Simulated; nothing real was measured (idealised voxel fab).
Documented hereafter: the process module known as voxel wiring stack.
cross-section cut | 205 nm wide | cells 5 nm
Reading order for cross-sections: top band down to bottom band. Underlying form: a grid of square cells. Band size: one or more rows of cells.
Heights first: top, then bottom, in nm. Then materials, left to right, each with a width in nm. "throughout" on a single material: fills the band edge to edge. "air": empty space.
Ref level 0: as-received wafer is one material below here. Bottom band extends down with no lower bound ("z 0 and below").
A width such as "30 to 40" changes by the same amount from each row of cells to the next, from the band's top row to its bottom row.
A step reported as "nothing got changed" is a step in which no cell of the cross-section changed.
Empty spaces counting at least 8 cells and having no open way to the top are listed in "Enclosed void entries". The notation width x height at distance is used for each, the distance being from the left edge and all three values in nm.
On a step's line, text after the settings is the simulator commenting on that step.
overlay nm: mask right of planned place by this much (step with mask). Neg. = left.
Reading guide: pairs of cross-sections, before and after one process step; after view cut off at lowest changed band; step and settings listed under each pair. Pairs may stem from different runs of this module on the same starting wafer; continuity with the pair above only where the "Pre-step snapshot" entry states it.

PRE-STEP SNAPSHOT
z 95 to 75 = lowk throughout
z 75 to 70 = SiCN throughout
z 70 to 55 = 20 lowk, then 5 TiN, then 15 Cu, then 5 TiN, then 20 lowk, then 5 TiN, then 15 Cu, then 5 TiN, then 20 lowk, then 5 TiN, then 15 Cu, then 5 TiN, then 20 lowk, then 5 TiN, then 15 Cu, then 5 TiN, then 25 lowk
z 55 to 50 = 20 lowk, then 5 TiN, then 5 Cu, then 15 TiN, then 20 lowk, then 5 TiN, then 5 Cu, then 15 TiN, then 20 lowk, then 5 TiN, then 5 Cu, then 15 TiN, then 20 lowk, then 5 TiN, then 5 Cu, then 15 TiN, then 25 lowk
z 50 to 35 = 20 lowk, then 5 TiN, then 5 Cu, then 5 TiN, then 30 lowk, then 5 TiN, then 5 Cu, then 5 TiN, then 30 lowk, then 5 TiN, then 5 Cu, then 5 TiN, then 30 lowk, then 5 TiN, then 5 Cu, then 5 TiN, then 35 lowk
z 35 to 30 = 20 SiCN, then 15 TiN, then 30 SiCN, then 15 TiN, then 30 SiCN, then 15 TiN, then 30 SiCN, then 15 TiN, then 35 SiCN
z 30 to 25 = lowk throughout
z 25 to 10 = 20 lowk, then 25 Ru, then 20 lowk, then 25 Ru, then 20 lowk, then 25 Ru, then 20 lowk, then 25 Ru, then 25 lowk
z 10 to 0 = SiO2 throughout
z 0 and below = Si throughout
Enclosed void entries: none

STRUCTURE AFTER STEP
z 110 to 95 = 20 resist, then 15 air, then 75 resist, then 15 air, then 80 resist
Below 95, the layers are the same as they were.
Enclosed void entries: none
The process step separating the two cross-sections depicted above is as follows: PATTERN [tone open] [mask id PLUG_2] [material resist] [width nm 15] [pitch nm 90] [thk nm 15] [overlay nm 0]

Pre-step snapshot: It is represented by the cross-section appearing after the step of the pair directly above.

STRUCTURE AFTER STEP
z 110 to 95 = 20 resist, then 15 air, then 75 resist, then 15 air, then 80 resist
z 95 to 75 = 20 lowk, then 15 air, then 75 lowk, then 15 air, then 80 lowk
Below 75, the layers are the same as they were.
Enclosed void entries: none
The process step separating the two cross-sections depicted above is as follows: DIRECTIONAL_ETCH [etch materials lowk] [depth nm 20]

Pre-step snapshot: It is represented by the cross-section appearing after the step of the pair directly above.

STRUCTURE AFTER STEP
z 110 to 95 = 20 resist, then 15 air, then 75 resist, then 15 air, then 80 resist
z 95 to 75 = 20 lowk, then 15 air, then 75 lowk, then 15 air, then 80 lowk
z 75 to 70 = 20 SiCN, then 15 air, then 75 SiCN, then 15 air, then 80 SiCN
Below 70, the layers are the same as they were.
Enclosed void entries: none
The process step separating the two cross-sections depicted above is as follows: DIRECTIONAL_ETCH [etch materials SiCN] [depth nm 5]

Pre-step snapshot: It is represented by the cross-section appearing after the step of the pair directly above.

STRUCTURE AFTER STEP
z 95 to 75 = 20 lowk, then 15 air, then 75 lowk, then 15 air, then 80 lowk
Below 75, the layers are the same as they were.
Enclosed void entries: none
The process step separating the two cross-sections depicted above is as follows: STRIP [etch materials resist]

Pre-step snapshot: It is represented by the cross-section appearing after the step of the pair directly above.

STRUCTURE AFTER STEP
z 100 to 95 = 25 TiN, then 5 air, then 85 TiN, then 5 air, then 85 TiN
z 95 to 75 = 20 lowk, then 5 TiN, then 5 air, then 5 TiN, then 75 lowk, then 5 TiN, then 5 air, then 5 TiN, then 80 lowk
z 75 to 70 = 20 SiCN, then 15 TiN, then 75 SiCN, then 15 TiN, then 80 SiCN
Below 70, the layers are the same as they were.
Enclosed void entries: none
The process step separating the two cross-sections depicted above is as follows: CONFORMAL_DEP [material TiN] [thk nm 5]

Pre-step snapshot: It is represented by the cross-section appearing after the step of the pair directly above.

STRUCTURE AFTER STEP
z 110 to 100 = W throughout
z 100 to 95 = 25 TiN, then 5 W, then 85 TiN, then 5 W, then 85 TiN
z 95 to 75 = 20 lowk, then 5 TiN, then 5 W, then 5 TiN, then 75 lowk, then 5 TiN, then 5 W, then 5 TiN, then 80 lowk
Below 75, the layers are the same as they were.
Enclosed void entries: none
The process step separating the two cross-sections depicted above is as follows: FILL_DEP [material W] [thk nm 10]

Pre-step snapshot: It is represented by the cross-section appearing after the step of the pair directly above.

STRUCTURE AFTER STEP
z 95 to 75 = 20 lowk, then 5 TiN, then 5 W, then 5 TiN, then 75 lowk, then 5 TiN, then 5 W, then 5 TiN, then 80 lowk
Below 75, the layers are the same as they were.
Enclosed void entries: none
The process step separating the two cross-sections depicted above is as follows: CMP [height nm 95]

Pre-step snapshot: It is represented by the cross-section appearing after the step of the pair directly above.

STRUCTURE AFTER STEP
z 100 to 95 = TiN throughout
Below 95, the layers are the same as they were.
Enclosed void entries: none
The process step separating the two cross-sections depicted above is as follows: DIRECTIONAL_DEP [material TiN] [thk nm 5]

Pre-step snapshot: It is represented by the cross-section appearing after the step of the pair directly above.

STRUCTURE AFTER STEP
z 115 to 100 = W throughout
Below 100, the layers are the same as they were.
Enclosed void entries: none
The process step separating the two cross-sections depicted above is as follows: DIRECTIONAL_DEP [material W] [thk nm 15]

Pre-step snapshot: It is represented by the cross-section appearing after the step of the pair directly above.

STRUCTURE AFTER STEP
z 115 to 100 = 20 air, then 25 W, then 20 air, then 25 W, then 20 air, then 25 W, then 20 air, then 25 W, then 25 air
Below 100, the layers are the same as they were.
Enclosed void entries: none
The process step separating the two cross-sections depicted above is as follows: MASKED_ETCH [tone cover] [mask id METAL_3] [width nm 25] [pitch nm 45] [etch materials W] [depth nm 15] [overlay nm 0]

Pre-step snapshot: It is represented by the cross-section appearing after the step of the pair directly above.

STRUCTURE AFTER STEP
z 115 to 100 = 20 air, then 25 W, then 20 air, then 25 W, then 20 air, then 25 W, then 20 air, then 25 W, then 25 air
z 100 to 95 = 20 air, then 25 TiN, then 20 air, then 25 TiN, then 20 air, then 25 TiN, then 20 air, then 25 TiN, then 25 air
Below 95, the layers are the same as they were.
Enclosed void entries: none
The process step separating the two cross-sections depicted above is as follows: MASKED_ETCH [tone cover] [mask id METAL_3] [width nm 25] [pitch nm 45] [etch materials TiN] [depth nm 5] [overlay nm 0]

Pre-step snapshot: It is represented by the cross-section appearing after the step of the pair directly above.

STRUCTURE AFTER STEP
z 120 to 115 = 15 air, then 35 SiN, then 10 air, then 35 SiN, then 10 air, then 35 SiN, then 10 air, then 35 SiN, then 20 air
z 115 to 100 = 15 air, then 5 SiN, then 25 W, then 5 SiN, then 10 air, then 5 SiN, then 25 W, then 5 SiN, then 10 air, then 5 SiN, then 25 W, then 5 SiN, then 10 air, then 5 SiN, then 25 W, then 5 SiN, then 20 air
z 100 to 95 = 20 SiN, then 25 TiN, then 20 SiN, then 25 TiN, then 20 SiN, then 25 TiN, then 20 SiN, then 25 TiN, then 25 SiN
Below 95, the layers are the same as they were.
Enclosed void entries: none
The process step separating the two cross-sections depicted above is as follows: CONFORMAL_DEP [material SiN] [thk nm 5]

Pre-step snapshot: It is represented by the cross-section appearing after the step of the pair directly above.

STRUCTURE AFTER STEP
z 125 to 120 = SiO2 throughout
z 120 to 115 = 15 SiO2, then 35 SiN, then 10 SiO2, then 35 SiN, then 10 SiO2, then 35 SiN, then 10 SiO2, then 35 SiN, then 20 SiO2
z 115 to 100 = 15 SiO2, then 5 SiN, then 25 W, then 5 SiN, then 10 SiO2, then 5 SiN, then 25 W, then 5 SiN, then 10 SiO2, then 5 SiN, then 25 W, then 5 SiN, then 10 SiO2, then 5 SiN, then 25 W, then 5 SiN, then 20 SiO2
Below 100, the layers are the same as they were.
Enclosed void entries: none
The process step separating the two cross-sections depicted above is as follows: FILL_DEP [material SiO2] [thk nm 5]

Pre-step snapshot: It is represented by the cross-section appearing after the step of the pair directly above.

STRUCTURE AFTER STEP
z 115 to 100 = 15 SiO2, then 5 SiN, then 25 W, then 5 SiN, then 10 SiO2, then 5 SiN, then 25 W, then 5 SiN, then 10 SiO2, then 5 SiN, then 25 W, then 5 SiN, then 10 SiO2, then 5 SiN, then 25 W, then 5 SiN, then 20 SiO2
Below 100, the layers are the same as they were.
Enclosed void entries: none
The process step separating the two cross-sections depicted above is as follows: CMP [height nm 115]

Pre-step snapshot: It is represented by the cross-section appearing after the step of the pair directly above.

STRUCTURE AFTER STEP
z 120 to 115 = SiCN throughout
Below 115, the layers are the same as they were.
Enclosed void entries: none
The process step separating the two cross-sections depicted above is as follows: CONFORMAL_DEP [material SiCN] [thk nm 5]

PRE-STEP SNAPSHOT
z 90 to 70 = 20 resist, then 25 air, then 20 resist, then 25 air, then 20 resist, then 25 air, then 20 resist, then 25 air, then 25 resist
z 70 to 50 = 20 lowk, then 25 air, then 20 lowk, then 25 air, then 20 lowk, then 25 air, then 20 lowk, then 25 air, then 25 lowk
z 50 to 35 = 20 lowk, then 15 air, then 30 lowk, then 15 air, then 30 lowk, then 15 air, then 30 lowk, then 15 air, then 35 lowk
z 35 to 30 = SiCN throughout
z 30 to 15 = 20 lowk, then 25 Ru, then 20 lowk, then 25 Ru, then 20 lowk, then 25 Ru, then 20 lowk, then 25 Ru, then 25 lowk
z 15 to 10 = 20 lowk, then 25 TiN, then 20 lowk, then 25 TiN, then 20 lowk, then 25 TiN, then 20 lowk, then 25 TiN, then 25 lowk
z 10 to 0 = SiO2 throughout
z 0 and below = Si throughout
Enclosed void entries: none

STRUCTURE AFTER STEP
z 90 to 70 = 20 resist, then 25 air, then 20 resist, then 25 air, then 20 resist, then 25 air, then 20 resist, then 25 air, then 25 resist
z 70 to 35 = 20 lowk, then 25 air, then 20 lowk, then 25 air, then 20 lowk, then 25 air, then 20 lowk, then 25 air, then 25 lowk
Below 35, the layers are the same as they were.
Enclosed void entries: none
The process step separating the two cross-sections depicted above is as follows: DIRECTIONAL_ETCH [etch materials lowk] [depth nm 20]

Pre-step snapshot: It is represented by the cross-section appearing after the step of the pair directly above.

STRUCTURE AFTER STEP
z 90 to 70 = 20 resist, then 25 air, then 20 resist, then 25 air, then 20 resist, then 25 air, then 20 resist, then 25 air, then 25 resist
z 70 to 35 = 20 lowk, then 25 air, then 20 lowk, then 25 air, then 20 lowk, then 25 air, then 20 lowk, then 25 air, then 25 lowk
z 35 to 30 = 20 SiCN, then 25 air, then 20 SiCN, then 25 air, then 20 SiCN, then 25 air, then 20 SiCN, then 25 air, then 25 SiCN
Below 30, the layers are the same as they were.
Enclosed void entries: none
The process step separating the two cross-sections depicted above is as follows: DIRECTIONAL_ETCH [etch materials SiCN] [depth nm 5]

Pre-step snapshot: It is represented by the cross-section appearing after the step of the pair directly above.

STRUCTURE AFTER STEP
z 70 to 35 = 20 lowk, then 25 air, then 20 lowk, then 25 air, then 20 lowk, then 25 air, then 20 lowk, then 25 air, then 25 lowk
Below 35, the layers are the same as they were.
Enclosed void entries: none
The process step separating the two cross-sections depicted above is as follows: STRIP [etch materials resist]

Pre-step snapshot: It is represented by the cross-section appearing after the step of the pair directly above.

STRUCTURE AFTER STEP
z 75 to 70 = 25 TiN, then 15 air, then 30 TiN, then 15 air, then 30 TiN, then 15 air, then 30 TiN, then 15 air, then 30 TiN
z 70 to 35 = 20 lowk, then 5 TiN, then 15 air, then 5 TiN, then 20 lowk, then 5 TiN, then 15 air, then 5 TiN, then 20 lowk, then 5 TiN, then 15 air, then 5 TiN, then 20 lowk, then 5 TiN, then 15 air, then 5 TiN, then 25 lowk
z 35 to 30 = 20 SiCN, then 25 TiN, then 20 SiCN, then 25 TiN, then 20 SiCN, then 25 TiN, then 20 SiCN, then 25 TiN, then 25 SiCN
Below 30, the layers are the same as they were.
Enclosed void entries: none
The process step separating the two cross-sections depicted above is as follows: CONFORMAL_DEP [material TiN] [thk nm 5]

Pre-step snapshot: It is represented by the cross-section appearing after the step of the pair directly above.

STRUCTURE AFTER STEP
z 80 to 75 = Cu throughout
z 75 to 70 = 25 TiN, then 15 Cu, then 30 TiN, then 15 Cu, then 30 TiN, then 15 Cu, then 30 TiN, then 15 Cu, then 30 TiN
z 70 to 35 = 20 lowk, then 5 TiN, then 15 Cu, then 5 TiN, then 20 lowk, then 5 TiN, then 15 Cu, then 5 TiN, then 20 lowk, then 5 TiN, then 15 Cu, then 5 TiN, then 20 lowk, then 5 TiN, then 15 Cu, then 5 TiN, then 25 lowk
Below 35, the layers are the same as they were.
Enclosed void entries: none
The process step separating the two cross-sections depicted above is as follows: FILL_DEP [material Cu] [thk nm 5]

Pre-step snapshot: It is represented by the cross-section appearing after the step of the pair directly above.

STRUCTURE AFTER STEP
z 70 to 35 = 20 lowk, then 5 TiN, then 15 Cu, then 5 TiN, then 20 lowk, then 5 TiN, then 15 Cu, then 5 TiN, then 20 lowk, then 5 TiN, then 15 Cu, then 5 TiN, then 20 lowk, then 5 TiN, then 15 Cu, then 5 TiN, then 25 lowk
Below 35, the layers are the same as they were.
Enclosed void entries: none
The process step separating the two cross-sections depicted above is as follows: CMP [height nm 70]

Pre-step snapshot: It is represented by the cross-section appearing after the step of the pair directly above.

STRUCTURE AFTER STEP
z 75 to 70 = SiCN throughout
Below 70, the layers are the same as they were.
Enclosed void entries: none
The process step separating the two cross-sections depicted above is as follows: CONFORMAL_DEP [material SiCN] [thk nm 5]

Pre-step snapshot: It is represented by the cross-section appearing after the step of the pair directly above.

STRUCTURE AFTER STEP
z 95 to 75 = lowk throughout
Below 75, the layers are the same as they were.
Enclosed void entries: none
The process step separating the two cross-sections depicted above is as follows: DIRECTIONAL_DEP [material lowk] [thk nm 20]

Pre-step snapshot: It is represented by the cross-section appearing after the step of the pair directly above.

STRUCTURE AFTER STEP
z 110 to 95 = 20 resist, then 15 air, then 75 resist, then 15 air, then 80 resist
Below 95, the layers are the same as they were.
Enclosed void entries: none
The process step separating the two cross-sections depicted above is as follows: PATTERN [tone open] [mask id PLUG_2] [material resist] [width nm 15] [pitch nm 90] [thk nm 15] [overlay nm 0]

Pre-step snapshot: It is represented by the cross-section appearing after the step of the pair directly above.

STRUCTURE AFTER STEP
z 110 to 95 = 20 resist, then 15 air, then 75 resist, then 15 air, then 80 resist
z 95 to 75 = 20 lowk, then 15 air, then 75 lowk, then 15 air, then 80 lowk
Below 75, the layers are the same as they were.
Enclosed void entries: none
The process step separating the two cross-sections depicted above is as follows: DIRECTIONAL_ETCH [etch materials lowk] [depth nm 20]

Pre-step snapshot: It is represented by the cross-section appearing after the step of the pair directly above.

STRUCTURE AFTER STEP
z 110 to 95 = 20 resist, then 15 air, then 75 resist, then 15 air, then 80 resist
z 95 to 75 = 20 lowk, then 15 air, then 75 lowk, then 15 air, then 80 lowk
z 75 to 70 = 20 SiCN, then 15 air, then 75 SiCN, then 15 air, then 80 SiCN
Below 70, the layers are the same as they were.
Enclosed void entries: none
The process step separating the two cross-sections depicted above is as follows: DIRECTIONAL_ETCH [etch materials SiCN] [depth nm 5]

Pre-step snapshot: It is represented by the cross-section appearing after the step of the pair directly above.

STRUCTURE AFTER STEP
z 95 to 75 = 20 lowk, then 15 air, then 75 lowk, then 15 air, then 80 lowk
Below 75, the layers are the same as they were.
Enclosed void entries: none
The process step separating the two cross-sections depicted above is as follows: STRIP [etch materials resist]

Pre-step snapshot: It is represented by the cross-section appearing after the step of the pair directly above.

STRUCTURE AFTER STEP
z 100 to 95 = 25 TiN, then 5 air, then 85 TiN, then 5 air, then 85 TiN
z 95 to 75 = 20 lowk, then 5 TiN, then 5 air, then 5 TiN, then 75 lowk, then 5 TiN, then 5 air, then 5 TiN, then 80 lowk
z 75 to 70 = 20 SiCN, then 15 TiN, then 75 SiCN, then 15 TiN, then 80 SiCN
Below 70, the layers are the same as they were.
Enclosed void entries: none
The process step separating the two cross-sections depicted above is as follows: CONFORMAL_DEP [material TiN] [thk nm 5]

Pre-step snapshot: It is represented by the cross-section appearing after the step of the pair directly above.

STRUCTURE AFTER STEP
z 110 to 100 = W throughout
z 100 to 95 = 25 TiN, then 5 W, then 85 TiN, then 5 W, then 85 TiN
z 95 to 75 = 20 lowk, then 5 TiN, then 5 W, then 5 TiN, then 75 lowk, then 5 TiN, then 5 W, then 5 TiN, then 80 lowk
Below 75, the layers are the same as they were.
Enclosed void entries: none
The process step separating the two cross-sections depicted above is as follows: FILL_DEP [material W] [thk nm 10]

Pre-step snapshot: It is represented by the cross-section appearing after the step of the pair directly above.

STRUCTURE AFTER STEP
z 95 to 75 = 20 lowk, then 5 TiN, then 5 W, then 5 TiN, then 75 lowk, then 5 TiN, then 5 W, then 5 TiN, then 80 lowk
Below 75, the layers are the same as they were.
Enclosed void entries: none
The process step separating the two cross-sections depicted above is as follows: CMP [height nm 95]

Pre-step snapshot: It is represented by the cross-section appearing after the step of the pair directly above.

STRUCTURE AFTER STEP
z 100 to 95 = TiN throughout
Below 95, the layers are the same as they were.
Enclosed void entries: none
The process step separating the two cross-sections depicted above is as follows: DIRECTIONAL_DEP [material TiN] [thk nm 5]

Pre-step snapshot: It is represented by the cross-section appearing after the step of the pair directly above.

STRUCTURE AFTER STEP
z 115 to 100 = W throughout
Below 100, the layers are the same as they were.
Enclosed void entries: none
The process step separating the two cross-sections depicted above is as follows: DIRECTIONAL_DEP [material W] [thk nm 15]

Pre-step snapshot: It is represented by the cross-section appearing after the step of the pair directly above.

STRUCTURE AFTER STEP
z 115 to 100 = 20 air, then 25 W, then 20 air, then 25 W, then 20 air, then 25 W, then 20 air, then 25 W, then 25 air
Below 100, the layers are the same as they were.
Enclosed void entries: none
The process step separating the two cross-sections depicted above is as follows: MASKED_ETCH [tone cover] [mask id METAL_3] [width nm 25] [pitch nm 45] [etch materials W] [depth nm 15] [overlay nm 0]

Pre-step snapshot: It is represented by the cross-section appearing after the step of the pair directly above.

STRUCTURE AFTER STEP
z 115 to 100 = 20 air, then 25 W, then 20 air, then 25 W, then 20 air, then 25 W, then 20 air, then 25 W, then 25 air
z 100 to 95 = 20 air, then 25 TiN, then 20 air, then 25 TiN, then 20 air, then 25 TiN, then 20 air, then 25 TiN, then 25 air
Below 95, the layers are the same as they were.
Enclosed void entries: none
The process step separating the two cross-sections depicted above is as follows: MASKED_ETCH [tone cover] [mask id METAL_3] [width nm 25] [pitch nm 45] [etch materials TiN] [depth nm 5] [overlay nm 0]

Pre-step snapshot: It is represented by the cross-section appearing after the step of the pair directly above.

STRUCTURE AFTER STEP
z 120 to 115 = 15 air, then 35 SiN, then 10 air, then 35 SiN, then 10 air, then 35 SiN, then 10 air, then 35 SiN, then 20 air
z 115 to 100 = 15 air, then 5 SiN, then 25 W, then 5 SiN, then 10 air, then 5 SiN, then 25 W, then 5 SiN, then 10 air, then 5 SiN, then 25 W, then 5 SiN, then 10 air, then 5 SiN, then 25 W, then 5 SiN, then 20 air
z 100 to 95 = 20 SiN, then 25 TiN, then 20 SiN, then 25 TiN, then 20 SiN, then 25 TiN, then 20 SiN, then 25 TiN, then 25 SiN
Below 95, the layers are the same as they were.
Enclosed void entries: none
The process step separating the two cross-sections depicted above is as follows: CONFORMAL_DEP [material SiN] [thk nm 5]

Pre-step snapshot: It is represented by the cross-section appearing after the step of the pair directly above.

STRUCTURE AFTER STEP
z 125 to 120 = SiO2 throughout
z 120 to 115 = 15 SiO2, then 35 SiN, then 10 SiO2, then 35 SiN, then 10 SiO2, then 35 SiN, then 10 SiO2, then 35 SiN, then 20 SiO2
z 115 to 100 = 15 SiO2, then 5 SiN, then 25 W, then 5 SiN, then 10 SiO2, then 5 SiN, then 25 W, then 5 SiN, then 10 SiO2, then 5 SiN, then 25 W, then 5 SiN, then 10 SiO2, then 5 SiN, then 25 W, then 5 SiN, then 20 SiO2
Below 100, the layers are the same as they were.
Enclosed void entries: none
The process step separating the two cross-sections depicted above is as follows: FILL_DEP [material SiO2] [thk nm 5]

Pre-step snapshot: It is represented by the cross-section appearing after the step of the pair directly above.

STRUCTURE AFTER STEP
z 115 to 100 = 15 SiO2, then 5 SiN, then 25 W, then 5 SiN, then 10 SiO2, then 5 SiN, then 25 W, then 5 SiN, then 10 SiO2, then 5 SiN, then 25 W, then 5 SiN, then 10 SiO2, then 5 SiN, then 25 W, then 5 SiN, then 20 SiO2
Below 100, the layers are the same as they were.
Enclosed void entries: none
The process step separating the two cross-sections depicted above is as follows: CMP [height nm 115]

Pre-step snapshot: It is represented by the cross-section appearing after the step of the pair directly above.

STRUCTURE AFTER STEP
z 120 to 115 = SiCN throughout
Below 115, the layers are the same as they were.
Enclosed void entries: none
The process step separating the two cross-sections depicted above is as follows: CONFORMAL_DEP [material SiCN] [thk nm 5]

PRE-STEP SNAPSHOT
z 30 to 15 = 20 lowk, then 25 Ru, then 20 lowk, then 25 Ru, then 20 lowk, then 25 Ru, then 20 lowk, then 25 Ru, then 25 lowk
z 15 to 10 = 20 lowk, then 25 TiN, then 20 lowk, then 25 TiN, then 20 lowk, then 25 TiN, then 20 lowk, then 25 TiN, then 25 lowk
z 10 to 0 = SiO2 throughout
z 0 and below = Si throughout
Enclosed void entries: none

STRUCTURE AFTER STEP
z 65 to 30 = lowk throughout
Below 30, the layers are the same as they were.
Enclosed void entries: none
The process step separating the two cross-sections depicted above is as follows: DIRECTIONAL_DEP [material lowk] [thk nm 35]

Pre-step snapshot: It is represented by the cross-section appearing after the step of the pair directly above.

STRUCTURE AFTER STEP
z 70 to 65 = SiCN throughout
Below 65, the layers are the same as they were.
Enclosed void entries: none
The process step separating the two cross-sections depicted above is as follows: CONFORMAL_DEP [material SiCN] [thk nm 5]

Pre-step snapshot: It is represented by the cross-section appearing after the step of the pair directly above.

STRUCTURE AFTER STEP
z 85 to 70 = aC throughout
Below 70, the layers are the same as they were.
Enclosed void entries: none
The process step separating the two cross-sections depicted above is as follows: DIRECTIONAL_DEP [material aC] [thk nm 15]

Pre-step snapshot: It is represented by the cross-section appearing after the step of the pair directly above.

STRUCTURE AFTER STEP
z 115 to 85 = 20 resist, then 15 air, then 30 resist, then 15 air, then 30 resist, then 15 air, then 30 resist, then 15 air, then 35 resist
Below 85, the layers are the same as they were.
Enclosed void entries: none
The process step separating the two cross-sections depicted above is as follows: PATTERN [tone open] [mask id METAL_2_HOLES] [material resist] [width nm 15] [pitch nm 45] [thk nm 30] [overlay nm 0]

Pre-step snapshot: It is represented by the cross-section appearing after the step of the pair directly above.

STRUCTURE AFTER STEP
z 100 to 85 = 20 resist, then 15 air, then 30 resist, then 15 air, then 30 resist, then 15 air, then 30 resist, then 15 air, then 35 resist
z 85 to 70 = 20 aC, then 15 air, then 30 aC, then 15 air, then 30 aC, then 15 air, then 30 aC, then 15 air, then 35 aC
Below 70, the layers are the same as they were.
Enclosed void entries: none
The process step separating the two cross-sections depicted above is as follows: DIRECTIONAL_ETCH [etch materials aC] [depth nm 15]

Pre-step snapshot: It is represented by the cross-section appearing after the step of the pair directly above.

STRUCTURE AFTER STEP
z 85 to 70 = 20 aC, then 15 air, then 30 aC, then 15 air, then 30 aC, then 15 air, then 30 aC, then 15 air, then 35 aC
Below 70, the layers are the same as they were.
Enclosed void entries: none
The process step separating the two cross-sections depicted above is as follows: STRIP [etch materials resist]

Pre-step snapshot: It is represented by the cross-section appearing after the step of the pair directly above.

STRUCTURE AFTER STEP
z 70 to 65 = SiCN throughout
Below 65, the layers are the same as they were.
Enclosed void entries: none
The process step separating the two cross-sections depicted above is as follows: STRIP [etch materials aC]

Pre-step snapshot: It is represented by the cross-section appearing after the step of the pair directly above.

STRUCTURE AFTER STEP
z 90 to 70 = 20 resist, then 25 air, then 20 resist, then 25 air, then 20 resist, then 25 air, then 20 resist, then 25 air, then 25 resist
Below 70, the layers are the same as they were.
Enclosed void entries: none
The process step separating the two cross-sections depicted above is as follows: PATTERN [tone open] [mask id METAL_2] [material resist] [width nm 25] [pitch nm 45] [thk nm 20] [overlay nm 0]

Pre-step snapshot: It is represented by the cross-section appearing after the step of the pair directly above.

STRUCTURE AFTER STEP
z 90 to 70 = 20 resist, then 25 air, then 20 resist, then 25 air, then 20 resist, then 25 air, then 20 resist, then 25 air, then 25 resist
z 70 to 65 = 20 SiCN, then 25 air, then 20 SiCN, then 25 air, then 20 SiCN, then 25 air, then 20 SiCN, then 25 air, then 25 SiCN
Below 65, the layers are the same as they were.
Enclosed void entries: none
The process step separating the two cross-sections depicted above is as follows: DIRECTIONAL_ETCH [etch materials SiCN] [depth nm 5]

Pre-step snapshot: It is represented by the cross-section appearing after the step of the pair directly above.

STRUCTURE AFTER STEP
z 70 to 65 = 20 SiCN, then 25 air, then 20 SiCN, then 25 air, then 20 SiCN, then 25 air, then 20 SiCN, then 25 air, then 25 SiCN
Below 65, the layers are the same as they were.
Enclosed void entries: none
The process step separating the two cross-sections depicted above is as follows: STRIP [etch materials resist]

Pre-step snapshot: It is represented by the cross-section appearing after the step of the pair directly above.

STRUCTURE AFTER STEP
z 75 to 70 = 25 TiN, then 15 air, then 30 TiN, then 15 air, then 30 TiN, then 15 air, then 30 TiN, then 15 air, then 30 TiN
z 70 to 65 = 20 SiCN, then 25 TiN, then 20 SiCN, then 25 TiN, then 20 SiCN, then 25 TiN, then 20 SiCN, then 25 TiN, then 25 SiCN
Below 65, the layers are the same as they were.
Enclosed void entries: none
The process step separating the two cross-sections depicted above is as follows: CONFORMAL_DEP [material TiN] [thk nm 5]

Pre-step snapshot: It is represented by the cross-section appearing after the step of the pair directly above.

STRUCTURE AFTER STEP
z 80 to 75 = Cu throughout
z 75 to 70 = 25 TiN, then 15 Cu, then 30 TiN, then 15 Cu, then 30 TiN, then 15 Cu, then 30 TiN, then 15 Cu, then 30 TiN
Below 70, the layers are the same as they were.
Enclosed void entries: none
The process step separating the two cross-sections depicted above is as follows: FILL_DEP [material Cu] [thk nm 5]

Pre-step snapshot: It is represented by the cross-section appearing after the step of the pair directly above.

STRUCTURE AFTER STEP
z 70 to 65 = 20 SiCN, then 25 TiN, then 20 SiCN, then 25 TiN, then 20 SiCN, then 25 TiN, then 20 SiCN, then 25 TiN, then 25 SiCN
Below 65, the layers are the same as they were.
Enclosed void entries: none
The process step separating the two cross-sections depicted above is as follows: CMP [height nm 70]

Pre-step snapshot: It is represented by the cross-section appearing after the step of the pair directly above.

STRUCTURE AFTER STEP
z 75 to 70 = SiCN throughout
Below 70, the layers are the same as they were.
Enclosed void entries: none
The process step separating the two cross-sections depicted above is as follows: CONFORMAL_DEP [material SiCN] [thk nm 5]

Pre-step snapshot: It is represented by the cross-section appearing after the step of the pair directly above.

STRUCTURE AFTER STEP
z 95 to 75 = lowk throughout
Below 75, the layers are the same as they were.
Enclosed void entries: none
The process step separating the two cross-sections depicted above is as follows: DIRECTIONAL_DEP [material lowk] [thk nm 20]

Pre-step snapshot: It is represented by the cross-section appearing after the step of the pair directly above.

STRUCTURE AFTER STEP
z 110 to 95 = 20 resist, then 15 air, then 75 resist, then 15 air, then 80 resist
Below 95, the layers are the same as they were.
Enclosed void entries: none
The process step separating the two cross-sections depicted above is as follows: PATTERN [tone open] [mask id PLUG_2] [material resist] [width nm 15] [pitch nm 90] [thk nm 15] [overlay nm 0]

Pre-step snapshot: It is represented by the cross-section appearing after the step of the pair directly above.

STRUCTURE AFTER STEP
z 110 to 95 = 20 resist, then 15 air, then 75 resist, then 15 air, then 80 resist
z 95 to 75 = 20 lowk, then 15 air, then 75 lowk, then 15 air, then 80 lowk
Below 75, the layers are the same as they were.
Enclosed void entries: none
The process step separating the two cross-sections depicted above is as follows: DIRECTIONAL_ETCH [etch materials lowk] [depth nm 20]

Pre-step snapshot: It is represented by the cross-section appearing after the step of the pair directly above.

STRUCTURE AFTER STEP
z 110 to 95 = 20 resist, then 15 air, then 75 resist, then 15 air, then 80 resist
z 95 to 75 = 20 lowk, then 15 air, then 75 lowk, then 15 air, then 80 lowk
z 75 to 70 = 20 SiCN, then 15 air, then 75 SiCN, then 15 air, then 80 SiCN
Below 70, the layers are the same as they were.
Enclosed void entries: none
The process step separating the two cross-sections depicted above is as follows: DIRECTIONAL_ETCH [etch materials SiCN] [depth nm 5]

Pre-step snapshot: It is represented by the cross-section appearing after the step of the pair directly above.

STRUCTURE AFTER STEP
z 95 to 75 = 20 lowk, then 15 air, then 75 lowk, then 15 air, then 80 lowk
Below 75, the layers are the same as they were.
Enclosed void entries: none
The process step separating the two cross-sections depicted above is as follows: STRIP [etch materials resist]

Pre-step snapshot: It is represented by the cross-section appearing after the step of the pair directly above.

STRUCTURE AFTER STEP
z 100 to 95 = 25 TiN, then 5 air, then 85 TiN, then 5 air, then 85 TiN
z 95 to 75 = 20 lowk, then 5 TiN, then 5 air, then 5 TiN, then 75 lowk, then 5 TiN, then 5 air, then 5 TiN, then 80 lowk
z 75 to 70 = 20 SiCN, then 15 TiN, then 75 SiCN, then 15 TiN, then 80 SiCN
Below 70, the layers are the same as they were.
Enclosed void entries: none
The process step separating the two cross-sections depicted above is as follows: CONFORMAL_DEP [material TiN] [thk nm 5]

Pre-step snapshot: It is represented by the cross-section appearing after the step of the pair directly above.

STRUCTURE AFTER STEP
z 110 to 100 = W throughout
z 100 to 95 = 25 TiN, then 5 W, then 85 TiN, then 5 W, then 85 TiN
z 95 to 75 = 20 lowk, then 5 TiN, then 5 W, then 5 TiN, then 75 lowk, then 5 TiN, then 5 W, then 5 TiN, then 80 lowk
Below 75, the layers are the same as they were.
Enclosed void entries: none
The process step separating the two cross-sections depicted above is as follows: FILL_DEP [material W] [thk nm 10]
